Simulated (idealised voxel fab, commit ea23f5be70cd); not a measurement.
The name of this process module is voxel self aligned vias.
cross-section cut | 285 nm wide | cells 5 nm
Cross-section spec: square-cell grid; bands listed top down; each band is one or more rows. The band entry comprises the height of the band's top followed by the height of its bottom, expressed in nm, and subsequently the band's materials from left to right, each stated together with its width in nm. Where a single material is marked with the word "throughout", that material fills the band from edge to edge. The word "empty" represents empty space. Basically, 0 is our baseline, since under it the wafer straight out of the box is all one material. The bottom band has no lower end and keeps on going down, so it looks like "0 and below". A two-number width, for instance "30..40", indicates that the width is equal to the first number in the top row of the band and to the second number in the bottom row, and that it changes by a constant amount per row of cells. "nothing different" (step): cross-section cells unchanged, all of them. "Cavities, closed": sealed empty spaces, 8 cells or more, no open way to top, listed width x height at distance, with distance from the left edge and width, height and distance in nm. Anything after a step's settings on that line? It's the simulator's own note about the step. overlay nm: on a step with a mask, how far right of its planned place the mask lay; negative means left.

Process steps foreseen in the plan
1) RECEIVE, material Si
2) CONFORMAL_DEP, material SiO2, thk nm 15
3) CONFORMAL_DEP, material SiCN, thk nm 5
4) DIRECTIONAL_DEP, material SiO2, thk nm 25
5) DIRECTIONAL_DEP, material aC, thk nm 10
6) PATTERN, tone open, mask id LINES, material resist, width nm 25, pitch nm 65, thk nm 25, overlay nm 0
7) DIRECTIONAL_ETCH, etch materials aC, depth nm 10
8) STRIP, etch materials resist
9) DIRECTIONAL_ETCH, etch materials SiO2, depth nm 25
10) STRIP, etch materials aC
11) CONFORMAL_DEP, material TiN, thk nm 5
12) FILL_DEP, material Ru, thk nm 5
13) CMP, height nm 45
14) SELECTIVE_ETCH, etch materials W Ru TiN, depth nm 10
15) FILL_DEP, material SiN, thk nm 10
16) CMP, height nm 45
17) DIRECTIONAL_DEP, material SiO2, thk nm 20
18) PATTERN, tone open, mask id VIAS, material resist, width nm 45, pitch nm 130, thk nm 15, overlay nm 0
19) DIRECTIONAL_ETCH, etch materials SiO2, depth nm 20
20) DIRECTIONAL_ETCH, etch materials SiN, depth nm 10
21) STRIP, etch materials resist
22) CONFORMAL_DEP, material TiN, thk nm 5
23) FILL_DEP, material Cu, thk nm 10
24) CMP, height nm 65
25) CONFORMAL_DEP, material SiCN, thk nm 5

Delivered wafer in cross-section: state after step 1
    0 and below  Si throughout
    Cavities, closed: none

Cross-sectional view of the first of the two wafers upon completion of the module, processed in accordance with the plan
    70 down to 65  SiCN throughout
    65 down to 50  SiO2 (55) / TiN (5) / Cu (35) / TiN (5) / SiO2 (85) / TiN (5) / Cu (35) / TiN (5) / SiO2 (55)
    50 down to 45  SiO2 (55) / TiN (15) / Cu (15) / TiN (15) / SiO2 (85) / TiN (15) / Cu (15) / TiN (15) / SiO2 (55)
    45 down to 40  SiO2 (65) / TiN (5) / Cu (15) / TiN (5) / SiO2 (40) / SiN (25) / SiO2 (40) / TiN (5) / Cu (15) / TiN (5) / SiO2 (65)
    40 down to 35  SiO2 (65) / TiN (25) / SiO2 (40) / SiN (25) / SiO2 (40) / TiN (25) / SiO2 (65)
    35 down to 25  SiO2 (65) / TiN (5) / Ru (15) / TiN (5) / SiO2 (40) / TiN (5) / Ru (15) / TiN (5) / SiO2 (40) / TiN (5) / Ru (15) / TiN (5) / SiO2 (65)
    25 down to 20  SiO2 (65) / TiN (25) / SiO2 (40) / TiN (25) / SiO2 (40) / TiN (25) / SiO2 (65)
    20 down to 15  SiCN throughout
    15 down to 0  SiO2 throughout
    0 and below  Si throughout
    Cavities, closed: none

Here is the second of the two wafers cut open at the end of the module - same start, same plan as the first one, but we made one mistake running it
    70 down to 65  SiCN throughout
    65 down to 50  Cu (50) / TiN (5) / SiO2 (45) / TiN (5) / Cu (75) / TiN (5) / SiO2 (45) / TiN (5) / Cu (50)
    50 down to 45  TiN (55) / SiO2 (45) / TiN (35) / Cu (15) / TiN (35) / SiO2 (45) / TiN (55)
    45 down to 40  SiO2 (65) / SiN (25) / SiO2 (40) / TiN (5) / Cu (15) / TiN (5) / SiO2 (40) / SiN (25) / SiO2 (65)
    40 down to 35  SiO2 (65) / SiN (25) / SiO2 (40) / TiN (25) / SiO2 (40) / SiN (25) / SiO2 (65)
    35 down to 25  SiO2 (65) / TiN (5) / Ru (15) / TiN (5) / SiO2 (40) / TiN (5) / Ru (15) / TiN (5) / SiO2 (40) / TiN (5) / Ru (15) / TiN (5) / SiO2 (65)
    25 down to 20  SiO2 (65) / TiN (25) / SiO2 (40) / TiN (25) / SiO2 (40) / TiN (25) / SiO2 (65)
    20 down to 15  SiCN throughout
    15 down to 0  SiO2 throughout
    0 and below  Si throughout
    Cavities, closed: none
So what did we get wrong on this run? not per plan at step 18, really ran PATTERN, tone cover, mask id VIAS, material resist, width nm 45, pitch nm 130, thk nm 15, overlay nm 0
In the final state, the cell counts of the second wafer exceed or fall short of those of the first for the following materials: +57 Cu, +10 SiN, -84 SiO2, +17 TiN
